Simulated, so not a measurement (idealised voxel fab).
The name of this process module is voxel ribs on slabs.
Cross-section cut spans 145 nm and uses square cells 5 nm in size.
Bands, listed from the top down, are how a cross-section gets written in this document; the cross-section itself is a grid of square cells, and a band is one or more rows of them. Top, bottom (nm), then materials left to right with widths (nm); lone material tagged "throughout" fills the whole band edge to edge; "empty" = empty space. Basically, 0 is our baseline, since under it the wafer straight out of the box is all one material. The bottom band has no lower end and keeps on going down, so it looks like "0 nm and below". Note: "30 to 40" means the width goes from the first number (top row of the band) to the second number (bottom row) in equal steps per row of cells. "no alteration" means the step left every cell of the cross-section as it was. In the "Closed void register" entry, you get each enclosed empty space of 8 cells or more, one with no open way to the top, written width x height at distance, distance from the left edge, in nm. It should be noted that, on the line of a given step, the content following the step's settings is a remark produced by the simulator itself with respect to that step. "overlay nm" answers the question of how far to the right of plan the mask lay on a step that has a mask, and when it is negative the answer is to the left.
## These are the steps we planned for the process
- 1: RECEIVE [material Si]
- 2: DIRECTIONAL_DEP [material SiO2] [thk nm 25]
- 3: DIRECTIONAL_DEP [material SiN] [thk nm 15]
- 4: PATTERN [tone cover] [mask id RIB] [material resist] [width nm 25] [thk nm 20] [overlay nm 0]
- 5: DIRECTIONAL_ETCH [etch materials SiN] [depth nm 5]
- 6: STRIP [etch materials resist]
- 7: PATTERN [tone cover] [mask id SLAB] [material resist] [width nm 85] [thk nm 15] [overlay nm 0]
- 8: DIRECTIONAL_ETCH [etch materials SiN] [depth nm 10]
- 9: STRIP [etch materials resist]
- 10: FILL_DEP [material SiO2] [thk nm 15]
- 11: CMP [height nm 50]
- 12: DIRECTIONAL_DEP [material W] [thk nm 10]
- 13: PATTERN [tone cover] [mask id HEATER] [material resist] [width nm 35] [thk nm 20] [overlay nm 0]
- 14: DIRECTIONAL_ETCH [etch materials W] [depth nm 10]
- 15: STRIP [etch materials resist]
- 16: CONFORMAL_DEP [material SiO2] [thk nm 5]
## First of two wafers, processed according to plan
## As-received wafer cross-section (after step 1)
	0 nm and below: Si throughout
	Closed void register: none
## Take a look at the wafer's cross-section after step 2
	25 nm to 0 nm: SiO2 throughout
	Everything under 0 stays put, no change at all.
## Take a look at the wafer's cross-section after step 3
	40 nm to 25 nm: SiN throughout
	Everything under 25 stays put, no change at all.
## Take a look at the wafer's cross-section after step 4
	60 nm to 40 nm: empty=60  resist=25  empty=60
	Everything under 40 stays put, no change at all.
## Take a look at the wafer's cross-section after step 5
	60 nm to 40 nm: empty=60  resist=25  empty=60
	40 nm to 35 nm: empty=60  SiN=25  empty=60
	Everything under 35 stays put, no change at all.
## Take a look at the wafer's cross-section after step 6
	40 nm to 35 nm: empty=60  SiN=25  empty=60
	Everything under 35 stays put, no change at all.
## Take a look at the wafer's cross-section after step 7
	55 nm to 40 nm: empty=30  resist=85  empty=30
	40 nm to 35 nm: empty=30  resist=30  SiN=25  resist=30  empty=30
	Everything under 35 stays put, no change at all.
## Take a look at the wafer's cross-section after step 8
	55 nm to 40 nm: empty=30  resist=85  empty=30
	40 nm to 35 nm: empty=30  resist=30  SiN=25  resist=30  empty=30
	35 nm to 25 nm: empty=30  SiN=85  empty=30
	Everything under 25 stays put, no change at all.
## Take a look at the wafer's cross-section after step 9
	40 nm to 35 nm: empty=60  SiN=25  empty=60
	Everything under 35 stays put, no change at all.
## Take a look at the wafer's cross-section after step 10
	55 nm to 40 nm: SiO2 throughout
	40 nm to 35 nm: SiO2=60  SiN=25  SiO2=60
	35 nm to 25 nm: SiO2=30  SiN=85  SiO2=30
	Everything under 25 stays put, no change at all.
## Take a look at the wafer's cross-section after step 11
	50 nm to 40 nm: SiO2 throughout
	Everything under 40 stays put, no change at all.
## Take a look at the wafer's cross-section after step 12
	60 nm to 50 nm: W throughout
	Everything under 50 stays put, no change at all.
## Take a look at the wafer's cross-section after step 13
	80 nm to 60 nm: empty=55  resist=35  empty=55
	Everything under 60 stays put, no change at all.
## Take a look at the wafer's cross-section after step 14
	80 nm to 60 nm: empty=55  resist=35  empty=55
	60 nm to 50 nm: empty=55  W=35  empty=55
	Everything under 50 stays put, no change at all.
## Take a look at the wafer's cross-section after step 15
	60 nm to 50 nm: empty=55  W=35  empty=55
	Everything under 50 stays put, no change at all.
## Take a look at the wafer's cross-section after step 16
	65 nm to 60 nm: empty=50  SiO2=45  empty=50
	60 nm to 55 nm: empty=50  SiO2=5  W=35  SiO2=5  empty=50
	55 nm to 50 nm: SiO2=55  W=35  SiO2=55
	Everything under 50 stays put, no change at all.
## Second wafer, same starting state and plan as the first, one mistake in the run, identical through step 3
## Second wafer, sectioned view, at step 4's planned end time
	60 nm to 40 nm: resist=60  empty=25  resist=60
	Everything under 40 stays put, no change at all.
## Second wafer, sectioned view, at step 5's planned end time
	60 nm to 40 nm: resist=60  empty=25  resist=60
	40 nm to 35 nm: SiN=60  empty=25  SiN=60
	Everything under 35 stays put, no change at all.
## Second wafer, sectioned view, at step 6's planned end time
	40 nm to 35 nm: SiN=60  empty=25  SiN=60
	Everything under 35 stays put, no change at all.
## Second wafer, sectioned view, at step 7's planned end time
	55 nm to 40 nm: empty=30  resist=85  empty=30
	40 nm to 35 nm: SiN=60  resist=25  SiN=60
	Everything under 35 stays put, no change at all.
## Second wafer, sectioned view, at step 8's planned end time
	55 nm to 40 nm: empty=30  resist=85  empty=30
	40 nm to 35 nm: empty=30  SiN=30  resist=25  SiN=30  empty=30
	35 nm to 30 nm: empty=30  SiN=85  empty=30
	Everything under 30 stays put, no change at all.
## Second wafer, sectioned view, at step 9's planned end time
	40 nm to 35 nm: empty=30  SiN=30  empty=25  SiN=30  empty=30
	Everything under 35 stays put, no change at all.
## Second wafer, sectioned view, at step 10's planned end time
	55 nm to 40 nm: SiO2 throughout
	40 nm to 35 nm: SiO2=30  SiN=30  SiO2=25  SiN=30  SiO2=30
	35 nm to 30 nm: SiO2=30  SiN=85  SiO2=30
	Everything under 30 stays put, no change at all.
## Second wafer, sectioned view, at step 11's planned end time
	50 nm to 40 nm: SiO2 throughout
	Everything under 40 stays put, no change at all.
## Second wafer, sectioned view, at step 12's planned end time
	60 nm to 50 nm: W throughout
	Everything under 50 stays put, no change at all.
## Second wafer, sectioned view, at step 13's planned end time
	80 nm to 60 nm: empty=55  resist=35  empty=55
	Everything under 60 stays put, no change at all.
## Second wafer, sectioned view, at step 14's planned end time
	80 nm to 60 nm: empty=55  resist=35  empty=55
	60 nm to 50 nm: empty=55  W=35  empty=55
	Everything under 50 stays put, no change at all.
## Second wafer, sectioned view, at step 15's planned end time
	60 nm to 50 nm: empty=55  W=35  empty=55
	Everything under 50 stays put, no change at all.
## Second wafer, sectioned view, at step 16's planned end time
	65 nm to 60 nm: empty=50  SiO2=45  empty=50
	60 nm to 55 nm: empty=50  SiO2=5  W=35  SiO2=5  empty=50
	55 nm to 50 nm: SiO2=55  W=35  SiO2=55
	Everything under 50 stays put, no change at all.
Nonconformance to the process plan: contrary to plan, step 4 was performed as PATTERN [tone open] [mask id RIB] [material resist] [width nm 25] [thk nm 20] [overlay nm 0]
In the final state, the cell counts of the second wafer exceed or fall short of those of the first for the following materials: 19 more of SiN; 19 fewer of SiO2
